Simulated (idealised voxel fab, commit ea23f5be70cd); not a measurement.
Process module name: voxel released beams
Displayed cross-section: cut, width of 265 nm, square cells sized 5 nm.
Reading order for cross-sections: top band down to bottom band. Underlying form: a grid of square cells. Band size: one or more rows of cells. Band: top height; bottom height; in nm. Then, left to right: material with width in nm, for each material. "throughout": a single material spanning edge to edge. "air": empty space. Ref level 0: as-received wafer is one material below here. Bottom band extends down with no lower bound ("from 0 down"). Width "30->40": first value at the band's top row of cells, second value at its bottom row, equal change from row to row. When a step is marked "nothing different", none of the cells in the cross-section changed during that step. Closed-off voids of 8+ cells (no open route to the top) go in "Cavities, closed", written width x height at distance from the left edge, in nm. Whatever follows a step's settings on its line is a remark the simulator itself makes about that step. "overlay nm" denotes, for a step that has a mask, the displacement of the mask to the right of its planned place, with negative values corresponding to the left.

Planned process steps
1. RECEIVE [material Si]
2. CONFORMAL_DEP [material SiN] [thk nm 5]
3. DIRECTIONAL_DEP [material SiO2] [thk nm 20]
4. DIRECTIONAL_DEP [material aC] [thk nm 10]
5. PATTERN [tone open] [mask id ANCHOR] [material resist] [width nm 25] [thk nm 25] [overlay nm 0]
6. DIRECTIONAL_ETCH [etch materials aC] [depth nm 10]
7. STRIP [etch materials resist]
8. DIRECTIONAL_ETCH [etch materials SiO2] [depth nm 20]
9. STRIP [etch materials aC]
10. CONFORMAL_DEP [material W] [thk nm 10]
11. MASKED_ETCH [tone cover] [mask id BEAM] [width nm 95] [etch materials W] [depth nm 10] [overlay nm 0]
12. STRIP [etch materials SiO2]

So this is the incoming wafer in cross-section - it's already been through step 1
> from 0 down: Si throughout
> Cavities, closed: none

Figure: cross-sectional view of the wafer upon completion of the module, processed from the initial state and according to the plan depicted above, with one error introduced during execution
> from 35 to 25: 75 air, then 20 W, then 5 air, then 80 W, then 85 air
> from 25 to 15: 85 air, then 10 W, then 5 air, then 10 W, then 155 air
> from 15 to 5: 85 air, then 25 W, then 155 air
> from 5 to 0: SiN throughout
> from 0 down: Si throughout
> Cavities, closed: none
Want to know what went wrong? step 11 did not happen as planned, as run it was MASKED_ETCH [tone cover] [mask id BEAM] [width nm 105] [etch materials W] [depth nm 10] [overlay nm 0]
